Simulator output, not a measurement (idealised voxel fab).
The following process module bears the name voxel double patterning.
cross-section cut | 145 nm wide | cells 5 nm
Cross-sections here: square-cell grids, written as top-down lists of bands, a band being one or more rows of cells.
For a band, the entry starts with two heights in nm, that of the top and then that of the bottom, and carries on with the band's materials in order from left to right, each alongside its width in nm; the word "edge to edge" beside a single material means it fills the band edge to edge, and "blank" means empty space.
Height 0 is the level under which the wafer as received is all one material. The lowest band goes on downwards, as in "z 0 and below".
Note: "30 to 40" means the width goes from the first number (top row of the band) to the second number (bottom row) in equal steps per row of cells.
"no modification" after a step means that no cell of the cross-section changed.
What "Completely sealed voids" gives you is every empty space of 8 cells or more that is cut off from the top. Each appears as width x height at distance, with the distance taken from the left edge and width, height and distance all in nm.
Whatever follows a step's settings on its line is a remark the simulator itself makes about that step.
overlay nm: step with mask; distance mask lay right of planned place; negative value = left of planned place.
Pairs follow: section before one process step, section after it down to the lowest changed band, step with settings underneath. Pairs may come from different runs of this module on the same starting wafer; continuity with the pair above only as stated in the "Pre-step" entry.

Pre-step:
- z 30 to 25: SiN 40; blank 15; SiN 5; blank 25; SiN 5; blank 15; SiN 40
- z 25 to 10: W edge to edge
- z 10 to 0: SiO2 edge to edge
- z 0 and below: Si edge to edge
- Completely sealed voids: none

Cut View, Post-Step:
- z 30 to 25: SiN 40; blank 15; SiN 5; blank 25; SiN 5; blank 15; SiN 40
- z 25 to 10: W 40; blank 15; W 5; blank 25; W 5; blank 15; W 40
- Below a height of 10, the structure has not been altered.
- Completely sealed voids: none
Name the step between the before and after sections above: DIRECTIONAL_ETCH: etch materials W, depth nm 15

Pre-step: unchanged from the after cross-section in the pair immediately above; refer to that figure.

Cut View, Post-Step:
- z 25 to 10: W 40; blank 15; W 5; blank 25; W 5; blank 15; W 40
- Below a height of 10, the structure has not been altered.
- Completely sealed voids: none
Name the step between the before and after sections above: STRIP: etch materials SiN

Pre-step:
- z 45 to 30: aC edge to edge
- z 30 to 25: SiN edge to edge
- z 25 to 10: W edge to edge
- z 10 to 0: SiO2 edge to edge
- z 0 and below: Si edge to edge
- Completely sealed voids: none

Cut View, Post-Step:
- z 75 to 45: resist 45; blank 15; resist 35; blank 15; resist 35
- Below a height of 45, the structure has not been altered.
- Completely sealed voids: none
Name the step between the before and after sections above: PATTERN: tone open, mask id FIRST, material resist, width nm 15, pitch nm 50, thk nm 30, overlay nm 5

Pre-step: unchanged from the after cross-section in the pair immediately above; refer to that figure.

Cut View, Post-Step:
- z 60 to 45: resist 45; blank 15; resist 35; blank 15; resist 35
- z 45 to 30: aC 45; blank 15; aC 35; blank 15; aC 35
- Below a height of 30, the structure has not been altered.
- Completely sealed voids: none
Name the step between the before and after sections above: DIRECTIONAL_ETCH: etch materials aC, depth nm 15

Pre-step: unchanged from the after cross-section in the pair immediately above; refer to that figure.

Cut View, Post-Step:
- z 45 to 30: aC 45; blank 15; aC 35; blank 15; aC 35
- Below a height of 30, the structure has not been altered.
- Completely sealed voids: none
Name the step between the before and after sections above: STRIP: etch materials resist

Pre-step: unchanged from the after cross-section in the pair immediately above; refer to that figure.

Cut View, Post-Step:
- z 45 to 30: aC 45; blank 15; aC 35; blank 15; aC 35
- z 30 to 25: SiN 45; blank 15; SiN 35; blank 15; SiN 35
- Below a height of 25, the structure has not been altered.
- Completely sealed voids: none
Name the step between the before and after sections above: DIRECTIONAL_ETCH: etch materials SiN, depth nm 5

Pre-step: unchanged from the after cross-section in the pair immediately above; refer to that figure.

Cut View, Post-Step:
- z 30 to 25: SiN 45; blank 15; SiN 35; blank 15; SiN 35
- Below a height of 25, the structure has not been altered.
- Completely sealed voids: none
Name the step between the before and after sections above: STRIP: etch materials aC

Pre-step: unchanged from the after cross-section in the pair immediately above; refer to that figure.

Cut View, Post-Step:
- z 45 to 40: aC 45; blank 15; aC 35; blank 15; aC 35
- z 40 to 30: aC edge to edge
- z 30 to 25: SiN 45; aC 15; SiN 35; aC 15; SiN 35
- Below a height of 25, the structure has not been altered.
- Completely sealed voids: none
Name the step between the before and after sections above: DIRECTIONAL_DEP: material aC, thk nm 15

Pre-step: unchanged from the after cross-section in the pair immediately above; refer to that figure.

Cut View, Post-Step:
- z 75 to 45: resist 65; blank 15; resist 65
- z 45 to 40: aC 45; resist 15; aC 35; resist 15; aC 35
- Below a height of 40, the structure has not been altered.
- Completely sealed voids: none
Name the step between the before and after sections above: PATTERN: tone open, mask id SECOND, material resist, width nm 15, thk nm 30, overlay nm 0

Pre-step: unchanged from the after cross-section in the pair immediately above; refer to that figure.

Cut View, Post-Step:
- z 60 to 45: resist 65; blank 15; resist 65
- z 45 to 40: aC 45; resist 15; aC 5; blank 15; aC 15; resist 15; aC 35
- z 40 to 30: aC 65; blank 15; aC 65
- Below a height of 30, the structure has not been altered.
- Completely sealed voids: none
Name the step between the before and after sections above: DIRECTIONAL_ETCH: etch materials aC, depth nm 15

Pre-step: unchanged from the after cross-section in the pair immediately above; refer to that figure.

Cut View, Post-Step:
- z 45 to 40: aC 45; blank 15; aC 5; blank 15; aC 15; blank 15; aC 35
- Below a height of 40, the structure has not been altered.
- Completely sealed voids: none
Name the step between the before and after sections above: STRIP: etch materials resist

Pre-step: unchanged from the after cross-section in the pair immediately above; refer to that figure.

Cut View, Post-Step:
- z 45 to 40: aC 45; blank 15; aC 5; blank 15; aC 15; blank 15; aC 35
- z 40 to 30: aC 65; blank 15; aC 65
- z 30 to 25: SiN 45; aC 15; SiN 5; blank 15; SiN 15; aC 15; SiN 35
- Below a height of 25, the structure has not been altered.
- Completely sealed voids: none
Name the step between the before and after sections above: DIRECTIONAL_ETCH: etch materials SiN, depth nm 5

Pre-step: unchanged from the after cross-section in the pair immediately above; refer to that figure.

Cut View, Post-Step:
- z 30 to 25: SiN 45; blank 15; SiN 5; blank 15; SiN 15; blank 15; SiN 35
- Below a height of 25, the structure has not been altered.
- Completely sealed voids: none
Name the step between the before and after sections above: STRIP: etch materials aC

Pre-step: unchanged from the after cross-section in the pair immediately above; refer to that figure.

Cut View, Post-Step:
- z 30 to 25: SiN 45; blank 15; SiN 5; blank 15; SiN 15; blank 15; SiN 35
- z 25 to 10: W 45; blank 15; W 5; blank 15; W 15; blank 15; W 35
- Below a height of 10, the structure has not been altered.
- Completely sealed voids: none
Name the step between the before and after sections above: DIRECTIONAL_ETCH: etch materials W, depth nm 15

Pre-step: unchanged from the after cross-section in the pair immediately above; refer to that figure.

Cut View, Post-Step:
- z 25 to 10: W 45; blank 15; W 5; blank 15; W 15; blank 15; W 35
- Below a height of 10, the structure has not been altered.
- Completely sealed voids: none
Name the step between the before and after sections above: STRIP: etch materials SiN

Pre-step:
- z 30 to 25: SiN 40; blank 15; SiN 35; blank 15; SiN 40
- z 25 to 10: W edge to edge
- z 10 to 0: SiO2 edge to edge
- z 0 and below: Si edge to edge
- Completely sealed voids: none

Cut View, Post-Step:
- z 45 to 40: SiO2 40; blank 15; SiO2 35; blank 15; SiO2 40
- z 40 to 30: SiO2 edge to edge
- z 30 to 25: SiN 40; SiO2 15; SiN 35; SiO2 15; SiN 40
- Below a height of 25, the structure has not been altered.
- Completely sealed voids: none
Name the step between the before and after sections above: DIRECTIONAL_DEP: material SiO2, thk nm 15

Pre-step: unchanged from the after cross-section in the pair immediately above; refer to that figure.

Cut View, Post-Step:
- z 75 to 45: resist 65; blank 15; resist 65
- z 45 to 40: SiO2 40; resist 15; SiO2 35; resist 15; SiO2 40
- Below a height of 40, the structure has not been altered.
- Completely sealed voids: none
Name the step between the before and after sections above: PATTERN: tone open, mask id SECOND, material resist, width nm 15, thk nm 30, overlay nm 0

Pre-step: unchanged from the after cross-section in the pair immediately above; refer to that figure.

Cut View, Post-Step:
- z 60 to 45: resist 65; blank 15; resist 65
- Below a height of 45, the structure has not been altered.
- Completely sealed voids: none
Name the step between the before and after sections above: DIRECTIONAL_ETCH: etch materials aC, depth nm 15

Pre-step: unchanged from the after cross-section in the pair immediately above; refer to that figure.

Cut View, Post-Step:
- z 45 to 40: SiO2 40; blank 15; SiO2 35; blank 15; SiO2 40
- Below a height of 40, the structure has not been altered.
- Completely sealed voids: none
Name the step between the before and after sections above: STRIP: etch materials resist

Pre-step:
- z 45 to 40: aC 40; blank 15; aC 35; blank 15; aC 40
- z 40 to 30: aC edge to edge
- z 30 to 25: SiN 40; aC 15; SiN 35; aC 15; SiN 40
- z 25 to 10: W edge to edge
- z 10 to 0: SiO2 edge to edge
- z 0 and below: Si edge to edge
- Completely sealed voids: none

Cut View, Post-Step:
- z 75 to 45: blank 65; resist 15; blank 65
- Below a height of 45, the structure has not been altered.
- Completely sealed voids: none
Name the step between the before and after sections above: PATTERN: tone cover, mask id SECOND, material resist, width nm 15, thk nm 30, overlay nm 0

Pre-step: unchanged from the after cross-section in the pair immediately above; refer to that figure.

Cut View, Post-Step:
- z 60 to 45: blank 65; resist 15; blank 65
- z 45 to 30: blank 65; aC 15; blank 65
- z 30 to 25: SiN 40; blank 15; SiN 35; blank 15; SiN 40
- Below a height of 25, the structure has not been altered.
- Completely sealed voids: none
Name the step between the before and after sections above: DIRECTIONAL_ETCH: etch materials aC, depth nm 15

Pre-step: unchanged from the after cross-section in the pair immediately above; refer to that figure.

Cut View, Post-Step:
- z 45 to 30: blank 65; aC 15; blank 65
- Below a height of 30, the structure has not been altered.
- Completely sealed voids: none
Name the step between the before and after sections above: STRIP: etch materials resist

Pre-step: unchanged from the after cross-section in the pair immediately above; refer to that figure.

Cut View, Post-Step:
- z 45 to 30: blank 65; aC 15; blank 65
- z 30 to 25: blank 65; SiN 15; blank 65
- Below a height of 25, the structure has not been altered.
- Completely sealed voids: none
Name the step between the before and after sections above: DIRECTIONAL_ETCH: etch materials SiN, depth nm 5

Pre-step: unchanged from the after cross-section in the pair immediately above; refer to that figure.

Cut View, Post-Step:
- z 30 to 25: blank 65; SiN 15; blank 65
- Below a height of 25, the structure has not been altered.
- Completely sealed voids: none
Name the step between the before and after sections above: STRIP: etch materials aC

Pre-step: unchanged from the after cross-section in the pair immediately above; refer to that figure.

Cut View, Post-Step:
- z 30 to 25: blank 65; SiN 15; blank 65
- z 25 to 10: blank 65; W 15; blank 65
- Below a height of 10, the structure has not been altered.
- Completely sealed voids: none
Name the step between the before and after sections above: DIRECTIONAL_ETCH: etch materials W, depth nm 15

Pre-step: unchanged from the after cross-section in the pair immediately above; refer to that figure.

Cut View, Post-Step:
- z 25 to 10: blank 65; W 15; blank 65
- Below a height of 10, the structure has not been altered.
- Completely sealed voids: none
Name the step between the before and after sections above: STRIP: etch materials SiN
